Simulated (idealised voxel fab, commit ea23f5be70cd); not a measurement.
The process module presented herein is designated voxel tone inversion.
It is cross-section cut that appears here, measuring 270 nm in width, its square cells being 5 nm in size.
We lay out every cross-section as a grid of square cells and spell it out in bands from the top down, where one band means one or more rows of cells.
This entry defines a band. It first specifies the height of the band's top and the height of its bottom in nm, and then specifies the band's materials from left to right, stating each material with its width in nm. The word "throughout" identifies a single material that fills the band from edge to edge, while the word "air" identifies empty space.
Where do heights start? At 0: under that level the wafer as delivered is made of one material only. And the lowest band has no floor; it just carries on downward, as in "from 0 down".
Width: "30 to 40" (first number = top row, second number = bottom row, same change from row to row of cells).
Key: "no change occurred" - step with no changed cell in the cross-section.
"Tabulated closed voids" specifies each empty space that is not open to the top and that occupies no fewer than 8 cells, using the form width x height at distance, the distance measured from the left edge and all three quantities in nm.
Read whatever lies past the settings on a step's line as the simulator's own remark about the step.
You can add "overlay nm" to a step's line. For a step with a mask, it describes how far the mask lay to the right of its planned position, and a negative number describes a lay to the left.

Below is the list of planned process steps:
- 1: op RECEIVE | material Si
- 2: op CONFORMAL_DEP | material SiN | thk nm 10
- 3: op DIRECTIONAL_DEP | material polySi | thk nm 15
- 4: op PATTERN | tone cover | mask id POSTS | material resist | width nm 15 | pitch nm 40 | thk nm 25 | overlay nm 0
- 5: op DIRECTIONAL_ETCH | etch materials polySi | depth nm 15
- 6: op STRIP | etch materials resist
- 7: op FILL_DEP | material lowk | thk nm 5
- 8: op CMP | height nm 25
- 9: op STRIP | etch materials polySi
- 10: op CONFORMAL_DEP | material TiN | thk nm 5
- 11: op FILL_DEP | material Ru | thk nm 10
- 12: op CMP | height nm 25
- 13: op CONFORMAL_DEP | material SiCN | thk nm 5
For clarity, it should be stated that the wafers under discussion commence in an identical condition and differ with respect to the width nm of step 4, the plan indicating the value that the first wafer had.

The first of several wafers, as received after step 1, seen in section:
	from 0 down | Si throughout
	Tabulated closed voids: none

First of several wafers in cross-section at module end, following the final step, step 13:
	from 30 to 25 | SiCN throughout
	from 25 to 15 | lowk (90); TiN (5); Ru (5); TiN (5); lowk (25); TiN (5); Ru (5); TiN (5); lowk (25); TiN (5); Ru (5); TiN (5); lowk (85)
	from 15 to 10 | lowk (90); TiN (15); lowk (25); TiN (15); lowk (25); TiN (15); lowk (85)
	from 10 to 0 | SiN throughout
	from 0 down | Si throughout
	Tabulated closed voids: none

Cross-sectional view, end of module, last wafer of several:
	from 30 to 25 | SiCN throughout
	from 25 to 15 | lowk (85); TiN (5); Ru (15); TiN (5); lowk (15); TiN (5); Ru (15); TiN (5); lowk (15); TiN (5); Ru (15); TiN (5); lowk (80)
	from 15 to 10 | lowk (85); TiN (25); lowk (15); TiN (25); lowk (15); TiN (25); lowk (80)
	from 10 to 0 | SiN throughout
	from 0 down | Si throughout
	Tabulated closed voids: none

For your reference, the table is organized with a row per wafer; each row reflects the wafer at the end of the module, indicating for each material the cells gained (+) or lost (-) since receipt, and thereafter its closed voids:
width nm 15, +6 Ru, +54 SiCN, +108 SiN, +21 TiN, +135 lowk, Tabulated closed voids: none
width nm 20, +12 Ru, +54 SiCN, +108 SiN, +24 TiN, +126 lowk, Tabulated closed voids: none
width nm 25, +18 Ru, +54 SiCN, +108 SiN, +27 TiN, +117 lowk, Tabulated closed voids: none
